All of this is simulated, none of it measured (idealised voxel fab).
Process module name: voxel wiring stack
We display cut, a cross-section 235 nm in width whose square cells are each 5 nm.
Cross-sections here: square-cell grids, written as top-down lists of bands, a band being one or more rows of cells.
Read a band's entry like this: the first values are the height of its top and the height of its bottom in nm, and what follows is the sequence of materials from left to right, each with its width in nm. Note that "air" is empty space, and that a single material marked "full width" reaches across the band from edge to edge.
Measure heights from 0. That's the level where, below it, the as-received wafer is all one material. The lowest band is bottomless and extends downward; write it as in "0..down".
A two-number width, for instance "30..40", indicates that the width is equal to the first number in the top row of the band and to the second number in the bottom row, and that it changes by a constant amount per row of cells.
"left unchanged", as given for a step, is the statement that not any cell of the cross-section underwent a change during that step.
The entry "Voids lacking openings" lists the empty spaces that cover at least 8 cells and have no open path to the top. Each is written as width x height at distance, where the distance is measured from the left edge and all three values are in nm.
What comes after the settings on a step's line is commentary from the simulator itself on that step.
The "overlay nm" setting may appear on a step's line; for a step that uses a mask, it gives how far to the right of its planned position the mask lay, and a negative value indicates the left.
Each pair of cross-sections that follows straddles one process step: the one shows the state before the step, the other the state after it, down to the lowest band that changed and no further. The step in question, and its settings, are given under the pair. Note that a pair is not necessarily a continuation of the pair above it, since pairs can come from different runs of this module on the same starting wafer; it is a continuation only where its entry headed "Before processing" says so.

[Before processing]
- 35..15: W full width
- 15..5: SiO2 full width
- 5..0: TiN full width
- 0..down: Si full width
- Voids lacking openings: none

[Cross-Section After Step]
- 55..35: air=85, then resist=20, then air=20, then resist=20, then air=90
- Unchanged below 35.
- Voids lacking openings: none
Between before and after above, the operation and settings are PATTERN,tone cover,mask id METAL_1,material resist,width nm 20,pitch nm 40,thk nm 20,overlay nm 0

Before processing: we pick up right where the pair above leaves off, with its after cross-section.

[Cross-Section After Step]
- 55..35: air=85, then resist=20, then air=20, then resist=20, then air=90
- 35..15: air=85, then W=20, then air=20, then W=20, then air=90
- Unchanged below 15.
- Voids lacking openings: none
Between before and after above, the operation and settings are DIRECTIONAL_ETCH,etch materials W,depth nm 20

Before processing: we pick up right where the pair above leaves off, with its after cross-section.

[Cross-Section After Step]
- 35..15: air=85, then W=20, then air=20, then W=20, then air=90
- Unchanged below 15.
- Voids lacking openings: none
Between before and after above, the operation and settings are STRIP,etch materials resist

Before processing: we pick up right where the pair above leaves off, with its after cross-section.

[Cross-Section After Step]
- 40..35: lowk full width
- 35..15: lowk=85, then W=20, then lowk=20, then W=20, then lowk=90
- Unchanged below 15.
- Voids lacking openings: none
Between before and after above, the operation and settings are FILL_DEP,material lowk,thk nm 5

Before processing: we pick up right where the pair above leaves off, with its after cross-section.

[Cross-Section After Step]
- 35..15: lowk=85, then W=20, then lowk=20, then W=20, then lowk=90
- Unchanged below 15.
- Voids lacking openings: none
Between before and after above, the operation and settings are CMP,height nm 35

Before processing: we pick up right where the pair above leaves off, with its after cross-section.

[Cross-Section After Step]
- 40..35: SiCN full width
- Unchanged below 35.
- Voids lacking openings: none
Between before and after above, the operation and settings are CONFORMAL_DEP,material SiCN,thk nm 5

Before processing: we pick up right where the pair above leaves off, with its after cross-section.

[Cross-Section After Step]
- 70..40: lowk full width
- Unchanged below 40.
- Voids lacking openings: none
Between before and after above, the operation and settings are DIRECTIONAL_DEP,material lowk,thk nm 30

Before processing: we pick up right where the pair above leaves off, with its after cross-section.

[Cross-Section After Step]
- 90..70: resist=85, then air=20, then resist=20, then air=20, then resist=90
- Unchanged below 70.
- Voids lacking openings: none
Between before and after above, the operation and settings are PATTERN,tone open,mask id METAL_2,material resist,width nm 20,pitch nm 40,thk nm 20,overlay nm 0

Before processing: we pick up right where the pair above leaves off, with its after cross-section.

[Cross-Section After Step]
- 90..70: resist=85, then air=20, then resist=20, then air=20, then resist=90
- 70..50: lowk=85, then air=20, then lowk=20, then air=20, then lowk=90
- Unchanged below 50.
- Voids lacking openings: none
Between before and after above, the operation and settings are DIRECTIONAL_ETCH,etch materials lowk,depth nm 20

Before processing: we pick up right where the pair above leaves off, with its after cross-section.

[Cross-Section After Step]
- 70..50: lowk=85, then air=20, then lowk=20, then air=20, then lowk=90
- Unchanged below 50.
- Voids lacking openings: none
Between before and after above, the operation and settings are STRIP,etch materials resist

Before processing: we pick up right where the pair above leaves off, with its after cross-section.

[Cross-Section After Step]
- 70..50: lowk=85, then air=20, then lowk=20, then air=20, then lowk=90
- 50..40: lowk=85, then air=15, then lowk=135
- Unchanged below 40.
- Voids lacking openings: none
Between before and after above, the operation and settings are MASKED_ETCH,tone open,mask id METAL_2_HOLES,width nm 15,etch materials lowk,depth nm 10,overlay nm 0

Before processing: we pick up right where the pair above leaves off, with its after cross-section.

[Cross-Section After Step]
- 70..50: lowk=85, then air=20, then lowk=20, then air=20, then lowk=90
- 50..40: lowk=85, then air=15, then lowk=135
- 40..35: SiCN=85, then air=15, then SiCN=135
- Unchanged below 35.
- Voids lacking openings: none
Between before and after above, the operation and settings are MASKED_ETCH,tone open,mask id METAL_2_HOLES,width nm 15,etch materials SiCN,depth nm 5,overlay nm 0

Before processing: we pick up right where the pair above leaves off, with its after cross-section.

[Cross-Section After Step]
- 75..70: TiN=90, then air=10, then TiN=30, then air=10, then TiN=95
- 70..55: lowk=85, then TiN=5, then air=10, then TiN=5, then lowk=20, then TiN=5, then air=10, then TiN=5, then lowk=90
- 55..50: lowk=85, then TiN=5, then air=5, then TiN=10, then lowk=20, then TiN=20, then lowk=90
- 50..40: lowk=85, then TiN=5, then air=5, then TiN=5, then lowk=135
- 40..35: SiCN=85, then TiN=15, then SiCN=135
- Unchanged below 35.
- Voids lacking openings: none
Between before and after above, the operation and settings are CONFORMAL_DEP,material TiN,thk nm 5

Before processing: we pick up right where the pair above leaves off, with its after cross-section.

[Cross-Section After Step]
- 80..75: Cu full width
- 75..70: TiN=90, then Cu=10, then TiN=30, then Cu=10, then TiN=95
- 70..55: lowk=85, then TiN=5, then Cu=10, then TiN=5, then lowk=20, then TiN=5, then Cu=10, then TiN=5, then lowk=90
- 55..50: lowk=85, then TiN=5, then Cu=5, then TiN=10, then lowk=20, then TiN=20, then lowk=90
- 50..40: lowk=85, then TiN=5, then Cu=5, then TiN=5, then lowk=135
- Unchanged below 40.
- Voids lacking openings: none
Between before and after above, the operation and settings are FILL_DEP,material Cu,thk nm 5

Before processing: we pick up right where the pair above leaves off, with its after cross-section.

[Cross-Section After Step]
- 70..55: lowk=85, then TiN=5, then Cu=10, then TiN=5, then lowk=20, then TiN=5, then Cu=10, then TiN=5, then lowk=90
- Unchanged below 55.
- Voids lacking openings: none
Between before and after above, the operation and settings are CMP,height nm 70

Before processing: we pick up right where the pair above leaves off, with its after cross-section.

[Cross-Section After Step]
- 75..70: SiCN full width
- Unchanged below 70.
- Voids lacking openings: none
Between before and after above, the operation and settings are CONFORMAL_DEP,material SiCN,thk nm 5

Before processing: we pick up right where the pair above leaves off, with its after cross-section.

[Cross-Section After Step]
- 110..75: lowk full width
- Unchanged below 75.
- Voids lacking openings: none
Between before and after above, the operation and settings are DIRECTIONAL_DEP,material lowk,thk nm 35

Before processing: we pick up right where the pair above leaves off, with its after cross-section.

[Cross-Section After Step]
- 120..110: aC full width
- Unchanged below 110.
- Voids lacking openings: none
Between before and after above, the operation and settings are DIRECTIONAL_DEP,material aC,thk nm 10

Before processing: we pick up right where the pair above leaves off, with its after cross-section.

[Cross-Section After Step]
- 150..120: resist=85, then air=20, then resist=20, then air=20, then resist=90
- Unchanged below 120.
- Voids lacking openings: none
Between before and after above, the operation and settings are PATTERN,tone open,mask id METAL_3,material resist,width nm 20,pitch nm 40,thk nm 30,overlay nm 0

Before processing: we pick up right where the pair above leaves off, with its after cross-section.

[Cross-Section After Step]
- 140..120: resist=85, then air=20, then resist=20, then air=20, then resist=90
- 120..110: aC=85, then air=20, then aC=20, then air=20, then aC=90
- Unchanged below 110.
- Voids lacking openings: none
Between before and after above, the operation and settings are DIRECTIONAL_ETCH,etch materials aC,depth nm 10

Before processing: we pick up right where the pair above leaves off, with its after cross-section.

[Cross-Section After Step]
- 120..110: aC=85, then air=20, then aC=20, then air=20, then aC=90
- Unchanged below 110.
- Voids lacking openings: none
Between before and after above, the operation and settings are STRIP,etch materials resist

Before processing: we pick up right where the pair above leaves off, with its after cross-section.

[Cross-Section After Step]
- 120..110: aC=85, then air=20, then aC=20, then air=20, then aC=90
- 110..90: lowk=85, then air=20, then lowk=20, then air=20, then lowk=90
- Unchanged below 90.
- Voids lacking openings: none
Between before and after above, the operation and settings are DIRECTIONAL_ETCH,etch materials lowk,depth nm 20

Before processing: we pick up right where the pair above leaves off, with its after cross-section.

[Cross-Section After Step]
- 110..90: lowk=85, then air=20, then lowk=20, then air=20, then lowk=90
- Unchanged below 90.
- Voids lacking openings: none
Between before and after above, the operation and settings are STRIP,etch materials aC

Before processing: we pick up right where the pair above leaves off, with its after cross-section.

[Cross-Section After Step]
- 125..110: aC=85, then air=20, then aC=20, then air=20, then aC=90
- 110..105: lowk=85, then air=20, then lowk=20, then air=20, then lowk=90
- 105..90: lowk=85, then aC=20, then lowk=20, then aC=20, then lowk=90
- Unchanged below 90.
- Voids lacking openings: none
Between before and after above, the operation and settings are DIRECTIONAL_DEP,material aC,thk nm 15

Before processing: we pick up right where the pair above leaves off, with its after cross-section.

[Cross-Section After Step]
- 160..125: resist=85, then air=15, then resist=135
- 125..110: aC=85, then air=15, then resist=5, then aC=20, then resist=20, then aC=90
- 110..105: lowk=85, then air=15, then resist=5, then lowk=20, then resist=20, then lowk=90
- Unchanged below 105.
- Voids lacking openings: none
Between before and after above, the operation and settings are PATTERN,tone open,mask id METAL_3_HOLES,material resist,width nm 15,thk nm 35,overlay nm 0

Before processing: we pick up right where the pair above leaves off, with its after cross-section.

[Cross-Section After Step]
- 145..125: resist=85, then air=15, then resist=135
- 125..110: aC=85, then air=15, then resist=5, then aC=20, then resist=20, then aC=90
- 110..105: lowk=85, then air=15, then resist=5, then lowk=20, then resist=20, then lowk=90
- 105..90: lowk=85, then air=15, then aC=5, then lowk=20, then aC=20, then lowk=90
- Unchanged below 90.
- Voids lacking openings: none
Between before and after above, the operation and settings are DIRECTIONAL_ETCH,etch materials aC,depth nm 15

Before processing: we pick up right where the pair above leaves off, with its after cross-section.

[Cross-Section After Step]
- 125..110: aC=85, then air=20, then aC=20, then air=20, then aC=90
- 110..105: lowk=85, then air=20, then lowk=20, then air=20, then lowk=90
- Unchanged below 105.
- Voids lacking openings: none
Between before and after above, the operation and settings are STRIP,etch materials resist

Before processing: we pick up right where the pair above leaves off, with its after cross-section.

[Cross-Section After Step]
- 125..110: aC=85, then air=20, then aC=20, then air=20, then aC=90
- 110..105: lowk=85, then air=20, then lowk=20, then air=20, then lowk=90
- 105..90: lowk=85, then air=15, then aC=5, then lowk=20, then aC=20, then lowk=90
- 90..75: lowk=85, then air=15, then lowk=135
- Unchanged below 75.
- Voids lacking openings: none
Between before and after above, the operation and settings are DIRECTIONAL_ETCH,etch materials lowk,depth nm 15

Before processing: we pick up right where the pair above leaves off, with its after cross-section.

[Cross-Section After Step]
- 125..110: aC=85, then air=20, then aC=20, then air=20, then aC=90
- 110..105: lowk=85, then air=20, then lowk=20, then air=20, then lowk=90
- 105..90: lowk=85, then air=15, then aC=5, then lowk=20, then aC=20, then lowk=90
- 90..75: lowk=85, then air=15, then lowk=135
- 75..70: SiCN=85, then air=15, then SiCN=135
- Unchanged below 70.
- Voids lacking openings: none
Between before and after above, the operation and settings are DIRECTIONAL_ETCH,etch materials SiCN,depth nm 5

Before processing: we pick up right where the pair above leaves off, with its after cross-section.

[Cross-Section After Step]
- 110..90: lowk=85, then air=20, then lowk=20, then air=20, then lowk=90
- Unchanged below 90.
- Voids lacking openings: none
Between before and after above, the operation and settings are STRIP,etch materials aC

Before processing: we pick up right where the pair above leaves off, with its after cross-section.

[Cross-Section After Step]
- 115..110: TiN=90, then air=10, then TiN=30, then air=10, then TiN=95
- 110..95: lowk=85, then TiN=5, then air=10, then TiN=5, then lowk=20, then TiN=5, then air=10, then TiN=5, then lowk=90
- 95..90: lowk=85, then TiN=5, then air=5, then TiN=10, then lowk=20, then TiN=20, then lowk=90
- 90..75: lowk=85, then TiN=5, then air=5, then TiN=5, then lowk=135
- 75..70: SiCN=85, then TiN=15, then SiCN=135
- Unchanged below 70.
- Voids lacking openings: none
Between before and after above, the operation and settings are CONFORMAL_DEP,material TiN,thk nm 5

Before processing: we pick up right where the pair above leaves off, with its after cross-section.

[Cross-Section After Step]
- 120..115: Cu full width
- 115..110: TiN=90, then Cu=10, then TiN=30, then Cu=10, then TiN=95
- 110..95: lowk=85, then TiN=5, then Cu=10, then TiN=5, then lowk=20, then TiN=5, then Cu=10, then TiN=5, then lowk=90
- 95..90: lowk=85, then TiN=5, then Cu=5, then TiN=10, then lowk=20, then TiN=20, then lowk=90
- 90..75: lowk=85, then TiN=5, then Cu=5, then TiN=5, then lowk=135
- Unchanged below 75.
- Voids lacking openings: none
Between before and after above, the operation and settings are FILL_DEP,material Cu,thk nm 5

Before processing: we pick up right where the pair above leaves off, with its after cross-section.

[Cross-Section After Step]
- 110..95: lowk=85, then TiN=5, then Cu=10, then TiN=5, then lowk=20, then TiN=5, then Cu=10, then TiN=5, then lowk=90
- Unchanged below 95.
- Voids lacking openings: none
Between before and after above, the operation and settings are CMP,height nm 110

Before processing: we pick up right where the pair above leaves off, with its after cross-section.

[Cross-Section After Step]
- 115..110: SiCN full width
- Unchanged below 110.
- Voids lacking openings: none
Between before and after above, the operation and settings are CONFORMAL_DEP,material SiCN,thk nm 5

Before processing: we pick up right where the pair above leaves off, with its after cross-section.

[Cross-Section After Step]
- 125..115: lowk full width
- Unchanged below 115.
- Voids lacking openings: none
Between before and after above, the operation and settings are DIRECTIONAL_DEP,material lowk,thk nm 10

Before processing: we pick up right where the pair above leaves off, with its after cross-section.

[Cross-Section After Step]
- 125..115: lowk=85, then air=15, then lowk=25, then air=15, then lowk=95
- Unchanged below 115.
- Voids lacking openings: none
Between before and after above, the operation and settings are MASKED_ETCH,tone open,mask id PLUG_3,width nm 15,pitch nm 40,etch materials lowk,depth nm 10,overlay nm 0

Before processing: we pick up right where the pair above leaves off, with its after cross-section.

[Cross-Section After Step]
- 125..115: lowk=85, then air=15, then lowk=25, then air=15, then lowk=95
- 115..110: SiCN=85, then air=15, then SiCN=25, then air=15, then SiCN=95
- Unchanged below 110.
- Voids lacking openings: none
Between before and after above, the operation and settings are MASKED_ETCH,tone open,mask id PLUG_3,width nm 15,pitch nm 40,etch materials SiCN,depth nm 5,overlay nm 0

Before processing: we pick up right where the pair above leaves off, with its after cross-section.

[Cross-Section After Step]
- 125..120: lowk=85, then air=15, then lowk=25, then air=15, then lowk=95
- 120..115: lowk=85, then Ru=15, then lowk=25, then Ru=15, then lowk=95
- 115..110: SiCN=85, then Ru=15, then SiCN=25, then Ru=15, then SiCN=95
- Unchanged below 110.
- Voids lacking openings: none
Between before and after above, the operation and settings are EPI,material Ru,thk nm 10

Before processing: we pick up right where the pair above leaves off, with its after cross-section.

[Cross-Section After Step]
- 125..115: lowk=85, then Ru=15, then lowk=25, then Ru=15, then lowk=95
- Unchanged below 115.
- Voids lacking openings: none
Between before and after above, the operation and settings are EPI,material Ru,thk nm 5

Before processing: we pick up right where the pair above leaves off, with its after cross-section.

[Cross-Section After Step]
- 130..125: SiN full width
- Unchanged below 125.
- Voids lacking openings: none
Between before and after above, the operation and settings are CONFORMAL_DEP,material SiN,thk nm 5

Before processing: we pick up right where the pair above leaves off, with its after cross-section.

[Cross-Section After Step]
- 150..130: lowk full width
- Unchanged below 130.
- Voids lacking openings: none
Between before and after above, the operation and settings are DIRECTIONAL_DEP,material lowk,thk nm 20

Before processing: we pick up right where the pair above leaves off, with its after cross-section.

[Cross-Section After Step]
- 150..130: lowk=85, then air=20, then lowk=20, then air=20, then lowk=90
- Unchanged below 130.
- Voids lacking openings: none
Between before and after above, the operation and settings are MASKED_ETCH,tone open,mask id METAL_4,width nm 20,pitch nm 40,etch materials lowk,depth nm 20,overlay nm 0

Before processing: we pick up right where the pair above leaves off, with its after cross-section.

[Cross-Section After Step]
- 150..130: lowk=85, then air=20, then lowk=20, then air=20, then lowk=90
- 130..125: SiN=85, then air=20, then SiN=20, then air=20, then SiN=90
- Unchanged below 125.
- Voids lacking openings: none
Between before and after above, the operation and settings are MASKED_ETCH,tone open,mask id METAL_4,width nm 20,pitch nm 40,etch materials SiN,depth nm 5,overlay nm 0

Before processing: we pick up right where the pair above leaves off, with its after cross-section.

[Cross-Section After Step]
- 155..150: TiN=90, then air=10, then TiN=30, then air=10, then TiN=95
- 150..130: lowk=85, then TiN=5, then air=10, then TiN=5, then lowk=20, then TiN=5, then air=10, then TiN=5, then lowk=90
- 130..125: SiN=85, then TiN=20, then SiN=20, then TiN=20, then SiN=90
- Unchanged below 125.
- Voids lacking openings: none
Between before and after above, the operation and settings are CONFORMAL_DEP,material TiN,thk nm 5

Before processing: we pick up right where the pair above leaves off, with its after cross-section.

[Cross-Section After Step]
- 160..155: Ru full width
- 155..150: TiN=90, then Ru=10, then TiN=30, then Ru=10, then TiN=95
- 150..130: lowk=85, then TiN=5, then Ru=10, then TiN=5, then lowk=20, then TiN=5, then Ru=10, then TiN=5, then lowk=90
- Unchanged below 130.
- Voids lacking openings: none
Between before and after above, the operation and settings are FILL_DEP,material Ru,thk nm 5

Before processing: we pick up right where the pair above leaves off, with its after cross-section.

[Cross-Section After Step]
- 150..130: lowk=85, then TiN=5, then Ru=10, then TiN=5, then lowk=20, then TiN=5, then Ru=10, then TiN=5, then lowk=90
- Unchanged below 130.
- Voids lacking openings: none
Between before and after above, the operation and settings are CMP,height nm 150

Before processing: we pick up right where the pair above leaves off, with its after cross-section.

[Cross-Section After Step]
- 155..150: air=80, then Ru=30, then air=10, then Ru=30, then air=85
- Unchanged below 150.
- Voids lacking openings: none
Between before and after above, the operation and settings are EPI,material Ru,thk nm 5

Before processing: we pick up right where the pair above leaves off, with its after cross-section.

[Cross-Section After Step]
- 160..155: SiCN full width
- 155..150: SiCN=80, then Ru=30, then SiCN=10, then Ru=30, then SiCN=85
- Unchanged below 150.
- Voids lacking openings: none
Between before and after above, the operation and settings are FILL_DEP,material SiCN,thk nm 5

[Before processing]
- 0..down: Si full width
- Voids lacking openings: none

[Cross-Section After Step]
- 15..0: SiO2 full width
- Unchanged below 0.
- Voids lacking openings: none
Between before and after above, the operation and settings are CONFORMAL_DEP,material SiO2,thk nm 15

Before processing: we pick up right where the pair above leaves off, with its after cross-section.

[Cross-Section After Step]
- 20..15: TiN full width
- Unchanged below 15.
- Voids lacking openings: none
Between before and after above, the operation and settings are DIRECTIONAL_DEP,material TiN,thk nm 5

Before processing: we pick up right where the pair above leaves off, with its after cross-section.

[Cross-Section After Step]
- 40..20: W full width
- Unchanged below 20.
- Voids lacking openings: none
Between before and after above, the operation and settings are DIRECTIONAL_DEP,material W,thk nm 20

Before processing: we pick up right where the pair above leaves off, with its after cross-section.

[Cross-Section After Step]
- 60..40: air=85, then resist=20, then air=20, then resist=20, then air=90
- Unchanged below 40.
- Voids lacking openings: none
Between before and after above, the operation and settings are PATTERN,tone cover,mask id METAL_1,material resist,width nm 20,pitch nm 40,thk nm 20,overlay nm 0

Before processing: we pick up right where the pair above leaves off, with its after cross-section.

[Cross-Section After Step]
- 60..40: air=85, then resist=20, then air=20, then resist=20, then air=90
- 40..20: air=85, then W=20, then air=20, then W=20, then air=90
- Unchanged below 20.
- Voids lacking openings: none
Between before and after above, the operation and settings are DIRECTIONAL_ETCH,etch materials W,depth nm 20

Before processing: we pick up right where the pair above leaves off, with its after cross-section.

[Cross-Section After Step]
- 60..40: air=85, then resist=20, then air=20, then resist=20, then air=90
- 40..20: air=85, then W=20, then air=20, then W=20, then air=90
- 20..15: air=85, then TiN=20, then air=20, then TiN=20, then air=90
- Unchanged below 15.
- Voids lacking openings: none
Between before and after above, the operation and settings are DIRECTIONAL_ETCH,etch materials TiN,depth nm 5

Before processing: we pick up right where the pair above leaves off, with its after cross-section.

[Cross-Section After Step]
- 40..20: air=85, then W=20, then air=20, then W=20, then air=90
- Unchanged below 20.
- Voids lacking openings: none
Between before and after above, the operation and settings are STRIP,etch materials resist

Before processing: we pick up right where the pair above leaves off, with its after cross-section.

[Cross-Section After Step]
- 45..40: lowk full width
- 40..20: lowk=85, then W=20, then lowk=20, then W=20, then lowk=90
- 20..15: lowk=85, then TiN=20, then lowk=20, then TiN=20, then lowk=90
- Unchanged below 15.
- Voids lacking openings: none
Between before and after above, the operation and settings are FILL_DEP,material lowk,thk nm 5

Before processing: we pick up right where the pair above leaves off, with its after cross-section.

[Cross-Section After Step]
- 35..20: lowk=85, then W=20, then lowk=20, then W=20, then lowk=90
- Unchanged below 20.
- Voids lacking openings: none
Between before and after above, the operation and settings are CMP,height nm 35

Before processing: we pick up right where the pair above leaves off, with its after cross-section.

[Cross-Section After Step]
- 40..35: SiCN full width
- Unchanged below 35.
- Voids lacking openings: none
Between before and after above, the operation and settings are CONFORMAL_DEP,material SiCN,thk nm 5

Before processing: we pick up right where the pair above leaves off, with its after cross-section.

[Cross-Section After Step]
- 70..40: lowk full width
- Unchanged below 40.
- Voids lacking openings: none
Between before and after above, the operation and settings are DIRECTIONAL_DEP,material lowk,thk nm 30

Before processing: we pick up right where the pair above leaves off, with its after cross-section.

[Cross-Section After Step]
- 90..70: resist=85, then air=20, then resist=20, then air=20, then resist=90
- Unchanged below 70.
- Voids lacking openings: none
Between before and after above, the operation and settings are PATTERN,tone open,mask id METAL_2,material resist,width nm 20,pitch nm 40,thk nm 20,overlay nm 0

Before processing: we pick up right where the pair above leaves off, with its after cross-section.

[Cross-Section After Step]
- 90..70: resist=85, then air=20, then resist=20, then air=20, then resist=90
- 70..50: lowk=85, then air=20, then lowk=20, then air=20, then lowk=90
- Unchanged below 50.
- Voids lacking openings: none
Between before and after above, the operation and settings are DIRECTIONAL_ETCH,etch materials lowk,depth nm 20

Before processing: we pick up right where the pair above leaves off, with its after cross-section.

[Cross-Section After Step]
- 70..50: lowk=85, then air=20, then lowk=20, then air=20, then lowk=90
- Unchanged below 50.
- Voids lacking openings: none
Between before and after above, the operation and settings are STRIP,etch materials resist

Before processing: we pick up right where the pair above leaves off, with its after cross-section.

[Cross-Section After Step]
- 70..50: lowk=85, then air=20, then lowk=20, then air=20, then lowk=90
- 50..40: lowk=85, then air=15, then lowk=135
- Unchanged below 40.
- Voids lacking openings: none
Between before and after above, the operation and settings are MASKED_ETCH,tone open,mask id METAL_2_HOLES,width nm 15,etch materials lowk,depth nm 10,overlay nm 0

Before processing: we pick up right where the pair above leaves off, with its after cross-section.

[Cross-Section After Step]
- 70..50: lowk=85, then air=20, then lowk=20, then air=20, then lowk=90
- 50..40: lowk=85, then air=15, then lowk=135
- 40..35: SiCN=85, then air=15, then SiCN=135
- Unchanged below 35.
- Voids lacking openings: none
Between before and after above, the operation and settings are MASKED_ETCH,tone open,mask id METAL_2_HOLES,width nm 15,etch materials SiCN,depth nm 5,overlay nm 0

Before processing: we pick up right where the pair above leaves off, with its after cross-section.

[Cross-Section After Step]
- 75..70: TiN=90, then air=10, then TiN=30, then air=10, then TiN=95
- 70..55: lowk=85, then TiN=5, then air=10, then TiN=5, then lowk=20, then TiN=5, then air=10, then TiN=5, then lowk=90
- 55..50: lowk=85, then TiN=5, then air=5, then TiN=10, then lowk=20, then TiN=20, then lowk=90
- 50..40: lowk=85, then TiN=5, then air=5, then TiN=5, then lowk=135
- 40..35: SiCN=85, then TiN=15, then SiCN=135
- Unchanged below 35.
- Voids lacking openings: none
Between before and after above, the operation and settings are CONFORMAL_DEP,material TiN,thk nm 5

Before processing: we pick up right where the pair above leaves off, with its after cross-section.

[Cross-Section After Step]
- 80..75: Cu full width
- 75..70: TiN=90, then Cu=10, then TiN=30, then Cu=10, then TiN=95
- 70..55: lowk=85, then TiN=5, then Cu=10, then TiN=5, then lowk=20, then TiN=5, then Cu=10, then TiN=5, then lowk=90
- 55..50: lowk=85, then TiN=5, then Cu=5, then TiN=10, then lowk=20, then TiN=20, then lowk=90
- 50..40: lowk=85, then TiN=5, then Cu=5, then TiN=5, then lowk=135
- Unchanged below 40.
- Voids lacking openings: none
Between before and after above, the operation and settings are FILL_DEP,material Cu,thk nm 5

Before processing: we pick up right where the pair above leaves off, with its after cross-section.

[Cross-Section After Step]
- 70..55: lowk=85, then TiN=5, then Cu=10, then TiN=5, then lowk=20, then TiN=5, then Cu=10, then TiN=5, then lowk=90
- Unchanged below 55.
- Voids lacking openings: none
Between before and after above, the operation and settings are CMP,height nm 70

Before processing: we pick up right where the pair above leaves off, with its after cross-section.

[Cross-Section After Step]
- 75..70: SiCN full width
- Unchanged below 70.
- Voids lacking openings: none
Between before and after above, the operation and settings are CONFORMAL_DEP,material SiCN,thk nm 5

Before processing: we pick up right where the pair above leaves off, with its after cross-section.

[Cross-Section After Step]
- 110..75: lowk full width
- Unchanged below 75.
- Voids lacking openings: none
Between before and after above, the operation and settings are DIRECTIONAL_DEP,material lowk,thk nm 35

Before processing: we pick up right where the pair above leaves off, with its after cross-section.

[Cross-Section After Step]
- 120..110: aC full width
- Unchanged below 110.
- Voids lacking openings: none
Between before and after above, the operation and settings are DIRECTIONAL_DEP,material aC,thk nm 10

Before processing: we pick up right where the pair above leaves off, with its after cross-section.

[Cross-Section After Step]
- 150..120: resist=85, then air=20, then resist=20, then air=20, then resist=90
- Unchanged below 120.
- Voids lacking openings: none
Between before and after above, the operation and settings are PATTERN,tone open,mask id METAL_3,material resist,width nm 20,pitch nm 40,thk nm 30,overlay nm 0

Before processing: we pick up right where the pair above leaves off, with its after cross-section.

[Cross-Section After Step]
- 140..120: resist=85, then air=20, then resist=20, then air=20, then resist=90
- 120..110: aC=85, then air=20, then aC=20, then air=20, then aC=90
- Unchanged below 110.
- Voids lacking openings: none
Between before and after above, the operation and settings are DIRECTIONAL_ETCH,etch materials aC,depth nm 10

Before processing: we pick up right where the pair above leaves off, with its after cross-section.

[Cross-Section After Step]
- 120..110: aC=85, then air=20, then aC=20, then air=20, then aC=90
- Unchanged below 110.
- Voids lacking openings: none
Between before and after above, the operation and settings are STRIP,etch materials resist

Before processing: we pick up right where the pair above leaves off, with its after cross-section.

[Cross-Section After Step]
- 120..110: aC=85, then air=20, then aC=20, then air=20, then aC=90
- 110..90: lowk=85, then air=20, then lowk=20, then air=20, then lowk=90
- Unchanged below 90.
- Voids lacking openings: none
Between before and after above, the operation and settings are DIRECTIONAL_ETCH,etch materials lowk,depth nm 20

Before processing: we pick up right where the pair above leaves off, with its after cross-section.

[Cross-Section After Step]
- 110..90: lowk=85, then air=20, then lowk=20, then air=20, then lowk=90
- Unchanged below 90.
- Voids lacking openings: none
Between before and after above, the operation and settings are STRIP,etch materials aC

Before processing: we pick up right where the pair above leaves off, with its after cross-section.

[Cross-Section After Step]
- 125..110: aC=85, then air=20, then aC=20, then air=20, then aC=90
- 110..105: lowk=85, then air=20, then lowk=20, then air=20, then lowk=90
- 105..90: lowk=85, then aC=20, then lowk=20, then aC=20, then lowk=90
- Unchanged below 90.
- Voids lacking openings: none
Between before and after above, the operation and settings are DIRECTIONAL_DEP,material aC,thk nm 15

Before processing: we pick up right where the pair above leaves off, with its after cross-section.

[Cross-Section After Step]
- 160..125: resist=85, then air=15, then resist=135
- 125..110: aC=85, then air=15, then resist=5, then aC=20, then resist=20, then aC=90
- 110..105: lowk=85, then air=15, then resist=5, then lowk=20, then resist=20, then lowk=90
- Unchanged below 105.
- Voids lacking openings: none
Between before and after above, the operation and settings are PATTERN,tone open,mask id METAL_3_HOLES,material resist,width nm 15,thk nm 35,overlay nm 0

Before processing: we pick up right where the pair above leaves off, with its after cross-section.

[Cross-Section After Step]
- 145..125: resist=85, then air=15, then resist=135
- 125..110: aC=85, then air=15, then resist=5, then aC=20, then resist=20, then aC=90
- 110..105: lowk=85, then air=15, then resist=5, then lowk=20, then resist=20, then lowk=90
- 105..90: lowk=85, then air=15, then aC=5, then lowk=20, then aC=20, then lowk=90
- Unchanged below 90.
- Voids lacking openings: none
Between before and after above, the operation and settings are DIRECTIONAL_ETCH,etch materials aC,depth nm 15

Before processing: we pick up right where the pair above leaves off, with its after cross-section.

[Cross-Section After Step]
- 125..110: aC=85, then air=20, then aC=20, then air=20, then aC=90
- 110..105: lowk=85, then air=20, then lowk=20, then air=20, then lowk=90
- Unchanged below 105.
- Voids lacking openings: none
Between before and after above, the operation and settings are STRIP,etch materials resist

Before processing: we pick up right where the pair above leaves off, with its after cross-section.

[Cross-Section After Step]
- 125..110: aC=85, then air=20, then aC=20, then air=20, then aC=90
- 110..105: lowk=85, then air=20, then lowk=20, then air=20, then lowk=90
- 105..90: lowk=85, then air=15, then aC=5, then lowk=20, then aC=20, then lowk=90
- 90..75: lowk=85, then air=15, then lowk=135
- Unchanged below 75.
- Voids lacking openings: none
Between before and after above, the operation and settings are DIRECTIONAL_ETCH,etch materials lowk,depth nm 15

Before processing: we pick up right where the pair above leaves off, with its after cross-section.

[Cross-Section After Step]
- 125..110: aC=85, then air=20, then aC=20, then air=20, then aC=90
- 110..105: lowk=85, then air=20, then lowk=20, then air=20, then lowk=90
- 105..90: lowk=85, then air=15, then aC=5, then lowk=20, then aC=20, then lowk=90
- 90..75: lowk=85, then air=15, then lowk=135
- 75..70: SiCN=85, then air=15, then SiCN=135
- Unchanged below 70.
- Voids lacking openings: none
Between before and after above, the operation and settings are DIRECTIONAL_ETCH,etch materials SiCN,depth nm 5

Before processing: we pick up right where the pair above leaves off, with its after cross-section.

[Cross-Section After Step]
- 110..90: lowk=85, then air=20, then lowk=20, then air=20, then lowk=90
- Unchanged below 90.
- Voids lacking openings: none
Between before and after above, the operation and settings are STRIP,etch materials aC
